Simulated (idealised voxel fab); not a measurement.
Process module heading - voxel self aligned contacts
Cross-section cut spans 215 nm and uses square cells 5 nm in size.
Square cells in a grid make up a cross-section in this document, and the grid is given as bands, listed from the top down, each one or more rows of cells. Look at the band entry: it leads with the top's height and the bottom's height in nm. Then it lists the materials left to right, with a width in nm for each. The word "full width" on a single material says that material fills the band edge to edge. The word "blank" is empty space. Below 0: as-received wafer, all one material; heights counted from there. Lowest band: no bottom, goes on down, written "0 down". So if you see something like "30->40" for the width, read it as the top row of the band sitting at the first number and the bottom row at the second, with every row in between moving by the same amount as the last. Any step labelled "remained the same" changed none of the cells in the cross-section. So "Enclosed internal cavities" is basically the list of trapped voids: any empty space of 8 cells or more that can't reach the top through an opening. They're written width x height at distance, the distance being from the left edge, and it's all nm. Whatever follows a step's settings on its line is a remark the simulator itself makes about that step. Steps that use a mask can have "overlay nm" on their line. It says how far the mask sat to the right of where it was meant to be. Negative means to the left. So the way this works: pairs, before and after one process step. The after picture only goes down to the lowest band that actually changed, nothing below. Step and its settings are under each pair. And watch out, pairs might come from different runs of this module, same starting wafer though, so a pair only follows on from the one above if its "Status quo ante" entry tells you so.
-- Status quo ante
	0 down = Si full width
	Enclosed internal cavities: none
-- As Processed
	5 to 0 = SiO2 full width
	Below 0 it's all the same as before, nothing changed down there.
	Enclosed internal cavities: none
What process step lies between the two cross-sections above? CONFORMAL_DEP,material SiO2,thk nm 5
Status quo ante: we pick up right where the pair above leaves off, with its after cross-section.
-- As Processed
	35 to 5 = polySi full width
	Below 5 it's all the same as before, nothing changed down there.
	Enclosed internal cavities: none
What process step lies between the two cross-sections above? DIRECTIONAL_DEP,material polySi,thk nm 30
Status quo ante: we pick up right where the pair above leaves off, with its after cross-section.
-- As Processed
	60 to 35 = SiN full width
	Below 35 it's all the same as before, nothing changed down there.
	Enclosed internal cavities: none
What process step lies between the two cross-sections above? DIRECTIONAL_DEP,material SiN,thk nm 25
Status quo ante: we pick up right where the pair above leaves off, with its after cross-section.
-- As Processed
	75 to 60 = 20 blank, then 30 resist, then 40 blank, then 30 resist, then 40 blank, then 30 resist, then 25 blank
	Below 60 it's all the same as before, nothing changed down there.
	Enclosed internal cavities: none
What process step lies between the two cross-sections above? PATTERN,tone cover,mask id GATE,material resist,width nm 30,pitch nm 70,thk nm 15,overlay nm 0
Status quo ante: we pick up right where the pair above leaves off, with its after cross-section.
-- As Processed
	75 to 60 = 20 blank, then 30 resist, then 40 blank, then 30 resist, then 40 blank, then 30 resist, then 25 blank
	60 to 35 = 20 blank, then 30 SiN, then 40 blank, then 30 SiN, then 40 blank, then 30 SiN, then 25 blank
	Below 35 it's all the same as before, nothing changed down there.
	Enclosed internal cavities: none
What process step lies between the two cross-sections above? DIRECTIONAL_ETCH,etch materials SiN,depth nm 25
Status quo ante: we pick up right where the pair above leaves off, with its after cross-section.
-- As Processed
	75 to 60 = 20 blank, then 30 resist, then 40 blank, then 30 resist, then 40 blank, then 30 resist, then 25 blank
	60 to 35 = 20 blank, then 30 SiN, then 40 blank, then 30 SiN, then 40 blank, then 30 SiN, then 25 blank
	35 to 5 = 20 blank, then 30 polySi, then 40 blank, then 30 polySi, then 40 blank, then 30 polySi, then 25 blank
	Below 5 it's all the same as before, nothing changed down there.
	Enclosed internal cavities: none
What process step lies between the two cross-sections above? DIRECTIONAL_ETCH,etch materials polySi,depth nm 30
Status quo ante: we pick up right where the pair above leaves off, with its after cross-section.
-- As Processed
	60 to 35 = 20 blank, then 30 SiN, then 40 blank, then 30 SiN, then 40 blank, then 30 SiN, then 25 blank
	Below 35 it's all the same as before, nothing changed down there.
	Enclosed internal cavities: none
What process step lies between the two cross-sections above? STRIP,etch materials resist
Status quo ante: we pick up right where the pair above leaves off, with its after cross-section.
-- As Processed
	70 to 35 = 10 blank, then 50 SiN, then 20 blank, then 50 SiN, then 20 blank, then 50 SiN, then 15 blank
	35 to 15 = 10 blank, then 10 SiN, then 30 polySi, then 10 SiN, then 20 blank, then 10 SiN, then 30 polySi, then 10 SiN, then 20 blank, then 10 SiN, then 30 polySi, then 10 SiN, then 15 blank
	15 to 5 = 20 SiN, then 30 polySi, then 40 SiN, then 30 polySi, then 40 SiN, then 30 polySi, then 25 SiN
	Below 5 it's all the same as before, nothing changed down there.
	Enclosed internal cavities: none
What process step lies between the two cross-sections above? CONFORMAL_DEP,material SiN,thk nm 10
Status quo ante: we pick up right where the pair above leaves off, with its after cross-section.
-- As Processed
	60 to 35 = 10 blank, then 50 SiN, then 20 blank, then 50 SiN, then 20 blank, then 50 SiN, then 15 blank
	35 to 5 = 10 blank, then 10 SiN, then 30 polySi, then 10 SiN, then 20 blank, then 10 SiN, then 30 polySi, then 10 SiN, then 20 blank, then 10 SiN, then 30 polySi, then 10 SiN, then 15 blank
	Below 5 it's all the same as before, nothing changed down there.
	Enclosed internal cavities: none
What process step lies between the two cross-sections above? DIRECTIONAL_ETCH,etch materials SiN,depth nm 10
Status quo ante: we pick up right where the pair above leaves off, with its after cross-section.
-- As Processed
	70 to 60 = SiO2 full width
	60 to 35 = 10 SiO2, then 50 SiN, then 20 SiO2, then 50 SiN, then 20 SiO2, then 50 SiN, then 15 SiO2
	35 to 5 = 10 SiO2, then 10 SiN, then 30 polySi, then 10 SiN, then 20 SiO2, then 10 SiN, then 30 polySi, then 10 SiN, then 20 SiO2, then 10 SiN, then 30 polySi, then 10 SiN, then 15 SiO2
	Below 5 it's all the same as before, nothing changed down there.
	Enclosed internal cavities: none
What process step lies between the two cross-sections above? FILL_DEP,material SiO2,thk nm 10
Status quo ante: we pick up right where the pair above leaves off, with its after cross-section.
-- As Processed
	65 to 60 = SiO2 full width
	Below 60 it's all the same as before, nothing changed down there.
	Enclosed internal cavities: none
What process step lies between the two cross-sections above? CMP,height nm 65
Status quo ante: we pick up right where the pair above leaves off, with its after cross-section.
-- As Processed
	80 to 65 = aC full width
	Below 65 it's all the same as before, nothing changed down there.
	Enclosed internal cavities: none
What process step lies between the two cross-sections above? DIRECTIONAL_DEP,material aC,thk nm 15
Status quo ante: we pick up right where the pair above leaves off, with its after cross-section.
-- As Processed
	115 to 80 = 45 resist, then 50 blank, then 20 resist, then 50 blank, then 50 resist
	Below 80 it's all the same as before, nothing changed down there.
	Enclosed internal cavities: none
What process step lies between the two cross-sections above? PATTERN,tone open,mask id CONTACT,material resist,width nm 50,pitch nm 70,thk nm 35,overlay nm 0
Status quo ante: we pick up right where the pair above leaves off, with its after cross-section.
-- As Processed
	100 to 80 = 45 resist, then 50 blank, then 20 resist, then 50 blank, then 50 resist
	80 to 65 = 45 aC, then 50 blank, then 20 aC, then 50 blank, then 50 aC
	Below 65 it's all the same as before, nothing changed down there.
	Enclosed internal cavities: none
What process step lies between the two cross-sections above? DIRECTIONAL_ETCH,etch materials aC,depth nm 15
Status quo ante: we pick up right where the pair above leaves off, with its after cross-section.
-- As Processed
	80 to 65 = 45 aC, then 50 blank, then 20 aC, then 50 blank, then 50 aC
	Below 65 it's all the same as before, nothing changed down there.
	Enclosed internal cavities: none
What process step lies between the two cross-sections above? STRIP,etch materials resist
Status quo ante: we pick up right where the pair above leaves off, with its after cross-section.
-- As Processed
	80 to 65 = 45 aC, then 50 blank, then 20 aC, then 50 blank, then 50 aC
	65 to 60 = 45 SiO2, then 50 blank, then 20 SiO2, then 50 blank, then 50 SiO2
	60 to 35 = 10 SiO2, then 50 SiN, then 20 blank, then 50 SiN, then 20 blank, then 50 SiN, then 15 SiO2
	35 to 5 = 10 SiO2, then 10 SiN, then 30 polySi, then 10 SiN, then 20 blank, then 10 SiN, then 30 polySi, then 10 SiN, then 20 blank, then 10 SiN, then 30 polySi, then 10 SiN, then 15 SiO2
	5 to 0 = 60 SiO2, then 20 blank, then 50 SiO2, then 20 blank, then 65 SiO2
	Below 0 it's all the same as before, nothing changed down there.
	Enclosed internal cavities: none
What process step lies between the two cross-sections above? DIRECTIONAL_ETCH,etch materials SiO2,depth nm 65
Status quo ante: we pick up right where the pair above leaves off, with its after cross-section.
-- As Processed
	65 to 60 = 45 SiO2, then 50 blank, then 20 SiO2, then 50 blank, then 50 SiO2
	Below 60 it's all the same as before, nothing changed down there.
	Enclosed internal cavities: none
What process step lies between the two cross-sections above? STRIP,etch materials aC
Status quo ante: we pick up right where the pair above leaves off, with its after cross-section.
-- As Processed
	70 to 65 = 50 TiN, then 40 blank, then 30 TiN, then 40 blank, then 55 TiN
	65 to 60 = 45 SiO2, then 20 TiN, then 10 blank, then 20 TiN, then 20 SiO2, then 20 TiN, then 10 blank, then 20 TiN, then 50 SiO2
	60 to 35 = 10 SiO2, then 50 SiN, then 5 TiN, then 10 blank, then 5 TiN, then 50 SiN, then 5 TiN, then 10 blank, then 5 TiN, then 50 SiN, then 15 SiO2
	35 to 5 = 10 SiO2, then 10 SiN, then 30 polySi, then 10 SiN, then 5 TiN, then 10 blank, then 5 TiN, then 10 SiN, then 30 polySi, then 10 SiN, then 5 TiN, then 10 blank, then 5 TiN, then 10 SiN, then 30 polySi, then 10 SiN, then 15 SiO2
	5 to 0 = 60 SiO2, then 20 TiN, then 50 SiO2, then 20 TiN, then 65 SiO2
	Below 0 it's all the same as before, nothing changed down there.
	Enclosed internal cavities: none
What process step lies between the two cross-sections above? CONFORMAL_DEP,material TiN,thk nm 5
Status quo ante: we pick up right where the pair above leaves off, with its after cross-section.
-- As Processed
	80 to 70 = W full width
	70 to 65 = 50 TiN, then 40 W, then 30 TiN, then 40 W, then 55 TiN
	65 to 60 = 45 SiO2, then 20 TiN, then 10 W, then 20 TiN, then 20 SiO2, then 20 TiN, then 10 W, then 20 TiN, then 50 SiO2
	60 to 35 = 10 SiO2, then 50 SiN, then 5 TiN, then 10 W, then 5 TiN, then 50 SiN, then 5 TiN, then 10 W, then 5 TiN, then 50 SiN, then 15 SiO2
	35 to 5 = 10 SiO2, then 10 SiN, then 30 polySi, then 10 SiN, then 5 TiN, then 10 W, then 5 TiN, then 10 SiN, then 30 polySi, then 10 SiN, then 5 TiN, then 10 W, then 5 TiN, then 10 SiN, then 30 polySi, then 10 SiN, then 15 SiO2
	Below 5 it's all the same as before, nothing changed down there.
	Enclosed internal cavities: none
What process step lies between the two cross-sections above? FILL_DEP,material W,thk nm 10
Status quo ante: we pick up right where the pair above leaves off, with its after cross-section.
-- As Processed
	65 to 60 = 45 SiO2, then 20 TiN, then 10 W, then 20 TiN, then 20 SiO2, then 20 TiN, then 10 W, then 20 TiN, then 50 SiO2
	Below 60 it's all the same as before, nothing changed down there.
	Enclosed internal cavities: none
What process step lies between the two cross-sections above? CMP,height nm 65
Status quo ante: we pick up right where the pair above leaves off, with its after cross-section.
-- As Processed
	70 to 65 = SiN full width
	Below 65 it's all the same as before, nothing changed down there.
	Enclosed internal cavities: none
What process step lies between the two cross-sections above? CONFORMAL_DEP,material SiN,thk nm 5
-- Status quo ante
	80 to 70 = W full width
	70 to 65 = 50 TiN, then 40 W, then 30 TiN, then 40 W, then 55 TiN
	65 to 60 = 45 SiO2, then 20 TiN, then 10 W, then 20 TiN, then 20 SiO2, then 20 TiN, then 10 W, then 20 TiN, then 50 SiO2
	60 to 35 = 10 SiO2, then 50 SiN, then 5 TiN, then 10 W, then 5 TiN, then 50 SiN, then 5 TiN, then 10 W, then 5 TiN, then 50 SiN, then 15 SiO2
	35 to 5 = 10 SiO2, then 10 SiN, then 30 polySi, then 10 SiN, then 5 TiN, then 10 W, then 5 TiN, then 10 SiN, then 30 polySi, then 10 SiN, then 5 TiN, then 10 W, then 5 TiN, then 10 SiN, then 30 polySi, then 10 SiN, then 15 SiO2
	5 to 0 = 60 SiO2, then 20 TiN, then 50 SiO2, then 20 TiN, then 65 SiO2
	0 down = Si full width
	Enclosed internal cavities: none
-- As Processed
	85 to 80 = SiN full width
	Below 80 it's all the same as before, nothing changed down there.
	Enclosed internal cavities: none
What process step lies between the two cross-sections above? CONFORMAL_DEP,material SiN,thk nm 5
-- Status quo ante
	35 to 5 = polySi full width
	5 to 0 = SiO2 full width
	0 down = Si full width
	Enclosed internal cavities: none
-- As Processed
	65 to 5 = polySi full width
	Below 5 it's all the same as before, nothing changed down there.
	Enclosed internal cavities: none
What process step lies between the two cross-sections above? DIRECTIONAL_DEP,material polySi,thk nm 30
Status quo ante: we pick up right where the pair above leaves off, with its after cross-section.
-- As Processed
	90 to 65 = SiN full width
	Below 65 it's all the same as before, nothing changed down there.
	Enclosed internal cavities: none
What process step lies between the two cross-sections above? DIRECTIONAL_DEP,material SiN,thk nm 25
Status quo ante: we pick up right where the pair above leaves off, with its after cross-section.
-- As Processed
	105 to 90 = 20 blank, then 30 resist, then 40 blank, then 30 resist, then 40 blank, then 30 resist, then 25 blank
	Below 90 it's all the same as before, nothing changed down there.
	Enclosed internal cavities: none
What process step lies between the two cross-sections above? PATTERN,tone cover,mask id GATE,material resist,width nm 30,pitch nm 70,thk nm 15,overlay nm 0
Status quo ante: we pick up right where the pair above leaves off, with its after cross-section.
-- As Processed
	105 to 90 = 20 blank, then 30 resist, then 40 blank, then 30 resist, then 40 blank, then 30 resist, then 25 blank
	90 to 65 = 20 blank, then 30 SiN, then 40 blank, then 30 SiN, then 40 blank, then 30 SiN, then 25 blank
	Below 65 it's all the same as before, nothing changed down there.
	Enclosed internal cavities: none
What process step lies between the two cross-sections above? DIRECTIONAL_ETCH,etch materials SiN,depth nm 25
Status quo ante: we pick up right where the pair above leaves off, with its after cross-section.
-- As Processed
	105 to 90 = 20 blank, then 30 resist, then 40 blank, then 30 resist, then 40 blank, then 30 resist, then 25 blank
	90 to 65 = 20 blank, then 30 SiN, then 40 blank, then 30 SiN, then 40 blank, then 30 SiN, then 25 blank
	65 to 35 = 20 blank, then 30 polySi, then 40 blank, then 30 polySi, then 40 blank, then 30 polySi, then 25 blank
	Below 35 it's all the same as before, nothing changed down there.
	Enclosed internal cavities: none
What process step lies between the two cross-sections above? DIRECTIONAL_ETCH,etch materials polySi,depth nm 30
Status quo ante: we pick up right where the pair above leaves off, with its after cross-section.
-- As Processed
	90 to 65 = 20 blank, then 30 SiN, then 40 blank, then 30 SiN, then 40 blank, then 30 SiN, then 25 blank
	Below 65 it's all the same as before, nothing changed down there.
	Enclosed internal cavities: none
What process step lies between the two cross-sections above? STRIP,etch materials resist
Status quo ante: we pick up right where the pair above leaves off, with its after cross-section.
-- As Processed
	100 to 65 = 10 blank, then 50 SiN, then 20 blank, then 50 SiN, then 20 blank, then 50 SiN, then 15 blank
	65 to 45 = 10 blank, then 10 SiN, then 30 polySi, then 10 SiN, then 20 blank, then 10 SiN, then 30 polySi, then 10 SiN, then 20 blank, then 10 SiN, then 30 polySi, then 10 SiN, then 15 blank
	45 to 35 = 20 SiN, then 30 polySi, then 40 SiN, then 30 polySi, then 40 SiN, then 30 polySi, then 25 SiN
	Below 35 it's all the same as before, nothing changed down there.
	Enclosed internal cavities: none
What process step lies between the two cross-sections above? CONFORMAL_DEP,material SiN,thk nm 10
Status quo ante: we pick up right where the pair above leaves off, with its after cross-section.
-- As Processed
	90 to 65 = 10 blank, then 50 SiN, then 20 blank, then 50 SiN, then 20 blank, then 50 SiN, then 15 blank
	65 to 35 = 10 blank, then 10 SiN, then 30 polySi, then 10 SiN, then 20 blank, then 10 SiN, then 30 polySi, then 10 SiN, then 20 blank, then 10 SiN, then 30 polySi, then 10 SiN, then 15 blank
	Below 35 it's all the same as before, nothing changed down there.
	Enclosed internal cavities: none
What process step lies between the two cross-sections above? DIRECTIONAL_ETCH,etch materials SiN,depth nm 10
Status quo ante: we pick up right where the pair above leaves off, with its after cross-section.
-- As Processed
	100 to 90 = SiO2 full width
	90 to 65 = 10 SiO2, then 50 SiN, then 20 SiO2, then 50 SiN, then 20 SiO2, then 50 SiN, then 15 SiO2
	65 to 35 = 10 SiO2, then 10 SiN, then 30 polySi, then 10 SiN, then 20 SiO2, then 10 SiN, then 30 polySi, then 10 SiN, then 20 SiO2, then 10 SiN, then 30 polySi, then 10 SiN, then 15 SiO2
	Below 35 it's all the same as before, nothing changed down there.
	Enclosed internal cavities: none
What process step lies between the two cross-sections above? FILL_DEP,material SiO2,thk nm 10
Status quo ante: we pick up right where the pair above leaves off, with its after cross-section.
-- As Processed
	65 to 35 = 10 SiO2, then 10 SiN, then 30 polySi, then 10 SiN, then 20 SiO2, then 10 SiN, then 30 polySi, then 10 SiN, then 20 SiO2, then 10 SiN, then 30 polySi, then 10 SiN, then 15 SiO2
	Below 35 it's all the same as before, nothing changed down there.
	Enclosed internal cavities: none
What process step lies between the two cross-sections above? CMP,height nm 65
Status quo ante: we pick up right where the pair above leaves off, with its after cross-section.
-- As Processed
	80 to 65 = aC full width
	Below 65 it's all the same as before, nothing changed down there.
	Enclosed internal cavities: none
What process step lies between the two cross-sections above? DIRECTIONAL_DEP,material aC,thk nm 15
Status quo ante: we pick up right where the pair above leaves off, with its after cross-section.
-- As Processed
	115 to 80 = 45 resist, then 50 blank, then 20 resist, then 50 blank, then 50 resist
	Below 80 it's all the same as before, nothing changed down there.
	Enclosed internal cavities: none
What process step lies between the two cross-sections above? PATTERN,tone open,mask id CONTACT,material resist,width nm 50,pitch nm 70,thk nm 35,overlay nm 0
Status quo ante: we pick up right where the pair above leaves off, with its after cross-section.
-- As Processed
	100 to 80 = 45 resist, then 50 blank, then 20 resist, then 50 blank, then 50 resist
	80 to 65 = 45 aC, then 50 blank, then 20 aC, then 50 blank, then 50 aC
	Below 65 it's all the same as before, nothing changed down there.
	Enclosed internal cavities: none
What process step lies between the two cross-sections above? DIRECTIONAL_ETCH,etch materials aC,depth nm 15
Status quo ante: we pick up right where the pair above leaves off, with its after cross-section.
-- As Processed
	80 to 65 = 45 aC, then 50 blank, then 20 aC, then 50 blank, then 50 aC
	Below 65 it's all the same as before, nothing changed down there.
	Enclosed internal cavities: none
What process step lies between the two cross-sections above? STRIP,etch materials resist
Status quo ante: we pick up right where the pair above leaves off, with its after cross-section.
-- As Processed
	80 to 65 = 45 aC, then 50 blank, then 20 aC, then 50 blank, then 50 aC
	65 to 35 = 10 SiO2, then 10 SiN, then 30 polySi, then 10 SiN, then 20 blank, then 10 SiN, then 30 polySi, then 10 SiN, then 20 blank, then 10 SiN, then 30 polySi, then 10 SiN, then 15 SiO2
	Below 35 it's all the same as before, nothing changed down there.
	Enclosed internal cavities: none
What process step lies between the two cross-sections above? DIRECTIONAL_ETCH,etch materials SiO2,depth nm 65
Status quo ante: we pick up right where the pair above leaves off, with its after cross-section.
-- As Processed
	65 to 35 = 10 SiO2, then 10 SiN, then 30 polySi, then 10 SiN, then 20 blank, then 10 SiN, then 30 polySi, then 10 SiN, then 20 blank, then 10 SiN, then 30 polySi, then 10 SiN, then 15 SiO2
	Below 35 it's all the same as before, nothing changed down there.
	Enclosed internal cavities: none
What process step lies between the two cross-sections above? STRIP,etch materials aC
Status quo ante: we pick up right where the pair above leaves off, with its after cross-section.
-- As Processed
	70 to 65 = 65 TiN, then 10 blank, then 60 TiN, then 10 blank, then 70 TiN
	65 to 40 = 10 SiO2, then 10 SiN, then 30 polySi, then 10 SiN, then 5 TiN, then 10 blank, then 5 TiN, then 10 SiN, then 30 polySi, then 10 SiN, then 5 TiN, then 10 blank, then 5 TiN, then 10 SiN, then 30 polySi, then 10 SiN, then 15 SiO2
	40 to 35 = 10 SiO2, then 10 SiN, then 30 polySi, then 10 SiN, then 20 TiN, then 10 SiN, then 30 polySi, then 10 SiN, then 20 TiN, then 10 SiN, then 30 polySi, then 10 SiN, then 15 SiO2
	Below 35 it's all the same as before, nothing changed down there.
	Enclosed internal cavities: none
What process step lies between the two cross-sections above? CONFORMAL_DEP,material TiN,thk nm 5
Status quo ante: we pick up right where the pair above leaves off, with its after cross-section.
-- As Processed
	80 to 70 = W full width
	70 to 65 = 65 TiN, then 10 W, then 60 TiN, then 10 W, then 70 TiN
	65 to 40 = 10 SiO2, then 10 SiN, then 30 polySi, then 10 SiN, then 5 TiN, then 10 W, then 5 TiN, then 10 SiN, then 30 polySi, then 10 SiN, then 5 TiN, then 10 W, then 5 TiN, then 10 SiN, then 30 polySi, then 10 SiN, then 15 SiO2
	Below 40 it's all the same as before, nothing changed down there.
	Enclosed internal cavities: none
What process step lies between the two cross-sections above? FILL_DEP,material W,thk nm 10
Status quo ante: we pick up right where the pair above leaves off, with its after cross-section.
-- As Processed
	65 to 40 = 10 SiO2, then 10 SiN, then 30 polySi, then 10 SiN, then 5 TiN, then 10 W, then 5 TiN, then 10 SiN, then 30 polySi, then 10 SiN, then 5 TiN, then 10 W, then 5 TiN, then 10 SiN, then 30 polySi, then 10 SiN, then 15 SiO2
	Below 40 it's all the same as before, nothing changed down there.
	Enclosed internal cavities: none
What process step lies between the two cross-sections above? CMP,height nm 65
Status quo ante: we pick up right where the pair above leaves off, with its after cross-section.
-- As Processed
	70 to 65 = SiN full width
	Below 65 it's all the same as before, nothing changed down there.
	Enclosed internal cavities: none
What process step lies between the two cross-sections above? CONFORMAL_DEP,material SiN,thk nm 5
-- Status quo ante
	0 down = Si full width
	Enclosed internal cavities: none
-- As Processed
	30 to 0 = polySi full width
	Below 0 it's all the same as before, nothing changed down there.
	Enclosed internal cavities: none
What process step lies between the two cross-sections above? DIRECTIONAL_DEP,material polySi,thk nm 30
Status quo ante: we pick up right where the pair above leaves off, with its after cross-section.
-- As Processed
	35 to 30 = SiO2 full width
	Below 30 it's all the same as before, nothing changed down there.
	Enclosed internal cavities: none
What process step lies between the two cross-sections above? CONFORMAL_DEP,material SiO2,thk nm 5
Status quo ante: we pick up right where the pair above leaves off, with its after cross-section.
-- As Processed
	60 to 35 = SiN full width
	Below 35 it's all the same as before, nothing changed down there.
	Enclosed internal cavities: none
What process step lies between the two cross-sections above? DIRECTIONAL_DEP,material SiN,thk nm 25
Status quo ante: we pick up right where the pair above leaves off, with its after cross-section.
-- As Processed
	75 to 60 = 20 blank, then 30 resist, then 40 blank, then 30 resist, then 40 blank, then 30 resist, then 25 blank
	Below 60 it's all the same as before, nothing changed down there.
	Enclosed internal cavities: none
What process step lies between the two cross-sections above? PATTERN,tone cover,mask id GATE,material resist,width nm 30,pitch nm 70,thk nm 15,overlay nm 0
Status quo ante: we pick up right where the pair above leaves off, with its after cross-section.
-- As Processed
	75 to 60 = 20 blank, then 30 resist, then 40 blank, then 30 resist, then 40 blank, then 30 resist, then 25 blank
	60 to 35 = 20 blank, then 30 SiN, then 40 blank, then 30 SiN, then 40 blank, then 30 SiN, then 25 blank
	Below 35 it's all the same as before, nothing changed down there.
	Enclosed internal cavities: none
What process step lies between the two cross-sections above? DIRECTIONAL_ETCH,etch materials SiN,depth nm 25
Status quo ante: we pick up right where the pair above leaves off, with its after cross-section.
-- As Processed
	60 to 35 = 20 blank, then 30 SiN, then 40 blank, then 30 SiN, then 40 blank, then 30 SiN, then 25 blank
	Below 35 it's all the same as before, nothing changed down there.
	Enclosed internal cavities: none
What process step lies between the two cross-sections above? STRIP,etch materials resist
Status quo ante: we pick up right where the pair above leaves off, with its after cross-section.
-- As Processed
	70 to 45 = 10 blank, then 50 SiN, then 20 blank, then 50 SiN, then 20 blank, then 50 SiN, then 15 blank
	45 to 35 = SiN full width
	Below 35 it's all the same as before, nothing changed down there.
	Enclosed internal cavities: none
What process step lies between the two cross-sections above? CONFORMAL_DEP,material SiN,thk nm 10
Status quo ante: we pick up right where the pair above leaves off, with its after cross-section.
-- As Processed
	60 to 35 = 10 blank, then 50 SiN, then 20 blank, then 50 SiN, then 20 blank, then 50 SiN, then 15 blank
	Below 35 it's all the same as before, nothing changed down there.
	Enclosed internal cavities: none
What process step lies between the two cross-sections above? DIRECTIONAL_ETCH,etch materials SiN,depth nm 10
Status quo ante: we pick up right where the pair above leaves off, with its after cross-section.
-- As Processed
	70 to 60 = SiO2 full width
	60 to 35 = 10 SiO2, then 50 SiN, then 20 SiO2, then 50 SiN, then 20 SiO2, then 50 SiN, then 15 SiO2
	Below 35 it's all the same as before, nothing changed down there.
	Enclosed internal cavities: none
What process step lies between the two cross-sections above? FILL_DEP,material SiO2,thk nm 10
Status quo ante: we pick up right where the pair above leaves off, with its after cross-section.
-- As Processed
	65 to 60 = SiO2 full width
	Below 60 it's all the same as before, nothing changed down there.
	Enclosed internal cavities: none
What process step lies between the two cross-sections above? CMP,height nm 65
Status quo ante: we pick up right where the pair above leaves off, with its after cross-section.
-- As Processed
	80 to 65 = aC full width
	Below 65 it's all the same as before, nothing changed down there.
	Enclosed internal cavities: none
What process step lies between the two cross-sections above? DIRECTIONAL_DEP,material aC,thk nm 15
Status quo ante: we pick up right where the pair above leaves off, with its after cross-section.
-- As Processed
	115 to 80 = 45 resist, then 50 blank, then 20 resist, then 50 blank, then 50 resist
	Below 80 it's all the same as before, nothing changed down there.
	Enclosed internal cavities: none
What process step lies between the two cross-sections above? PATTERN,tone open,mask id CONTACT,material resist,width nm 50,pitch nm 70,thk nm 35,overlay nm 0
Status quo ante: we pick up right where the pair above leaves off, with its after cross-section.
-- As Processed
	100 to 80 = 45 resist, then 50 blank, then 20 resist, then 50 blank, then 50 resist
	80 to 65 = 45 aC, then 50 blank, then 20 aC, then 50 blank, then 50 aC
	Below 65 it's all the same as before, nothing changed down there.
	Enclosed internal cavities: none
What process step lies between the two cross-sections above? DIRECTIONAL_ETCH,etch materials aC,depth nm 15
Status quo ante: we pick up right where the pair above leaves off, with its after cross-section.
-- As Processed
	80 to 65 = 45 aC, then 50 blank, then 20 aC, then 50 blank, then 50 aC
	Below 65 it's all the same as before, nothing changed down there.
	Enclosed internal cavities: none
What process step lies between the two cross-sections above? STRIP,etch materials resist
Status quo ante: we pick up right where the pair above leaves off, with its after cross-section.
-- As Processed
	80 to 65 = 45 aC, then 50 blank, then 20 aC, then 50 blank, then 50 aC
	65 to 60 = 45 SiO2, then 50 blank, then 20 SiO2, then 50 blank, then 50 SiO2
	60 to 35 = 10 SiO2, then 50 SiN, then 20 blank, then 50 SiN, then 20 blank, then 50 SiN, then 15 SiO2
	35 to 30 = 60 SiO2, then 20 blank, then 50 SiO2, then 20 blank, then 65 SiO2
	Below 30 it's all the same as before, nothing changed down there.
	Enclosed internal cavities: none
What process step lies between the two cross-sections above? DIRECTIONAL_ETCH,etch materials SiO2,depth nm 65
Status quo ante: we pick up right where the pair above leaves off, with its after cross-section.
-- As Processed
	65 to 60 = 45 SiO2, then 50 blank, then 20 SiO2, then 50 blank, then 50 SiO2
	Below 60 it's all the same as before, nothing changed down there.
	Enclosed internal cavities: none
What process step lies between the two cross-sections above? STRIP,etch materials aC
Status quo ante: we pick up right where the pair above leaves off, with its after cross-section.
-- As Processed
	70 to 65 = 50 TiN, then 40 blank, then 30 TiN, then 40 blank, then 55 TiN
	65 to 60 = 45 SiO2, then 20 TiN, then 10 blank, then 20 TiN, then 20 SiO2, then 20 TiN, then 10 blank, then 20 TiN, then 50 SiO2
	60 to 35 = 10 SiO2, then 50 SiN, then 5 TiN, then 10 blank, then 5 TiN, then 50 SiN, then 5 TiN, then 10 blank, then 5 TiN, then 50 SiN, then 15 SiO2
	35 to 30 = 60 SiO2, then 20 TiN, then 50 SiO2, then 20 TiN, then 65 SiO2
	Below 30 it's all the same as before, nothing changed down there.
	Enclosed internal cavities: none
What process step lies between the two cross-sections above? CONFORMAL_DEP,material TiN,thk nm 5
Status quo ante: we pick up right where the pair above leaves off, with its after cross-section.
-- As Processed
	80 to 70 = W full width
	70 to 65 = 50 TiN, then 40 W, then 30 TiN, then 40 W, then 55 TiN
	65 to 60 = 45 SiO2, then 20 TiN, then 10 W, then 20 TiN, then 20 SiO2, then 20 TiN, then 10 W, then 20 TiN, then 50 SiO2
	60 to 35 = 10 SiO2, then 50 SiN, then 5 TiN, then 10 W, then 5 TiN, then 50 SiN, then 5 TiN, then 10 W, then 5 TiN, then 50 SiN, then 15 SiO2
	Below 35 it's all the same as before, nothing changed down there.
	Enclosed internal cavities: none
What process step lies between the two cross-sections above? FILL_DEP,material W,thk nm 10
Status quo ante: we pick up right where the pair above leaves off, with its after cross-section.
-- As Processed
	65 to 60 = 45 SiO2, then 20 TiN, then 10 W, then 20 TiN, then 20 SiO2, then 20 TiN, then 10 W, then 20 TiN, then 50 SiO2
	Below 60 it's all the same as before, nothing changed down there.
	Enclosed internal cavities: none
What process step lies between the two cross-sections above? CMP,height nm 65
Status quo ante: we pick up right where the pair above leaves off, with its after cross-section.
-- As Processed
	70 to 65 = SiN full width
	Below 65 it's all the same as before, nothing changed down there.
	Enclosed internal cavities: none
What process step lies between the two cross-sections above? CONFORMAL_DEP,material SiN,thk nm 5
-- Status quo ante
	35 to 5 = polySi full width
	5 to 0 = SiO2 full width
	0 down = Si full width
	Enclosed internal cavities: none
-- As Processed
	70 to 35 = SiN full width
	Below 35 it's all the same as before, nothing changed down there.
	Enclosed internal cavities: none
What process step lies between the two cross-sections above? DIRECTIONAL_DEP,material SiN,thk nm 35
Status quo ante: we pick up right where the pair above leaves off, with its after cross-section.
-- As Processed
	85 to 70 = 20 blank, then 30 resist, then 40 blank, then 30 resist, then 40 blank, then 30 resist, then 25 blank
	Below 70 it's all the same as before, nothing changed down there.
	Enclosed internal cavities: none
What process step lies between the two cross-sections above? PATTERN,tone cover,mask id GATE,material resist,width nm 30,pitch nm 70,thk nm 15,overlay nm 0
Status quo ante: we pick up right where the pair above leaves off, with its after cross-section.
-- As Processed
	85 to 70 = 20 blank, then 30 resist, then 40 blank, then 30 resist, then 40 blank, then 30 resist, then 25 blank
	70 to 45 = 20 blank, then 30 SiN, then 40 blank, then 30 SiN, then 40 blank, then 30 SiN, then 25 blank
	Below 45 it's all the same as before, nothing changed down there.
	Enclosed internal cavities: none
What process step lies between the two cross-sections above? DIRECTIONAL_ETCH,etch materials SiN,depth nm 25
Status quo ante: we pick up right where the pair above leaves off, with its after cross-section.
-- As Processed
	70 to 45 = 20 blank, then 30 SiN, then 40 blank, then 30 SiN, then 40 blank, then 30 SiN, then 25 blank
	Below 45 it's all the same as before, nothing changed down there.
	Enclosed internal cavities: none
What process step lies between the two cross-sections above? STRIP,etch materials resist
